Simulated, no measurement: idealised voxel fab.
Proc. module: voxel tone inversion
The cross-section shown here is cut; it is 155 nm wide and divided into square cells measuring 5 nm on a side.
We lay out every cross-section as a grid of square cells and spell it out in bands from the top down, where one band means one or more rows of cells. For a band, the entry starts with two heights in nm, that of the top and then that of the bottom, and carries on with the band's materials in order from left to right, each alongside its width in nm; the word "all across" beside a single material means it fills the band edge to edge, and "empty" means empty space. A quick word on heights: they are counted from 0, and under that level the wafer as it came to us is one material throughout. The lowest band is different from the rest in having no bottom; it simply continues downward, written as in "from 0 down". The width entry "30 to 40" should be interpreted row by row: the top row of cells in the band takes the first number, the bottom row takes the second number, and the change between adjacent rows is uniform throughout. No cell of the cross-section changed in a step that is given as "no modifications". The entry "Enclosed void list" lists the empty spaces that cover at least 8 cells and have no open path to the top. Each is written as width x height at distance, where the distance is measured from the left edge and all three values are in nm. Read whatever lies past the settings on a step's line as the simulator's own remark about the step. The line of a step may include "overlay nm". On a step with a mask, this value is how far to the right of its planned place the mask lay. A negative value means the mask lay to the left.

These are the steps we planned for the process
1. RECEIVE (material Si)
2. CONFORMAL_DEP (material SiN; thk nm 5)
3. DIRECTIONAL_DEP (material polySi; thk nm 25)
4. PATTERN (tone cover; mask id POSTS; material resist; width nm 25; pitch nm 50; thk nm 35; overlay nm 0)
5. DIRECTIONAL_ETCH (etch materials polySi; depth nm 25)
6. STRIP (etch materials resist)
7. FILL_DEP (material lowk; thk nm 5)
8. CMP (height nm 30)
9. STRIP (etch materials polySi)
10. CONFORMAL_DEP (material TiN; thk nm 5)
11. FILL_DEP (material Ru; thk nm 10)
12. CMP (height nm 30)
13. CONFORMAL_DEP (material SiN; thk nm 5)

As-received state of the wafer in cross-section, equivalent to post-step 1
  from 0 down: Si all across
  Enclosed void list: none

Looking at the first of two wafers in cross-section at end of module - ran to plan
  from 35 to 30: SiN all across
  from 30 to 10: lowk (15); TiN (5); Ru (15); TiN (5); lowk (25); TiN (5); Ru (15); TiN (5); lowk (25); TiN (5); Ru (15); TiN (5); lowk (15)
  from 10 to 5: lowk (15); TiN (25); lowk (25); TiN (25); lowk (25); TiN (25); lowk (15)
  from 5 to 0: SiN all across
  from 0 down: Si all across
  Enclosed void list: none

Here's the second of our two wafers sectioned at module end. Same start as the first, same plan, but one mistake got made running it
  from 35 to 25: SiN all across
  from 25 to 0: polySi all across
  from 0 down: Si all across
  Enclosed void list: none
Misprocessing identified: mixed up steps 2 and 3 - ran each in the other's place
End check, counted in cells, second wafer has more or fewer of these materials than the first: 36 fewer of Ru, 39 fewer of TiN, 80 fewer of lowk, 155 more of polySi
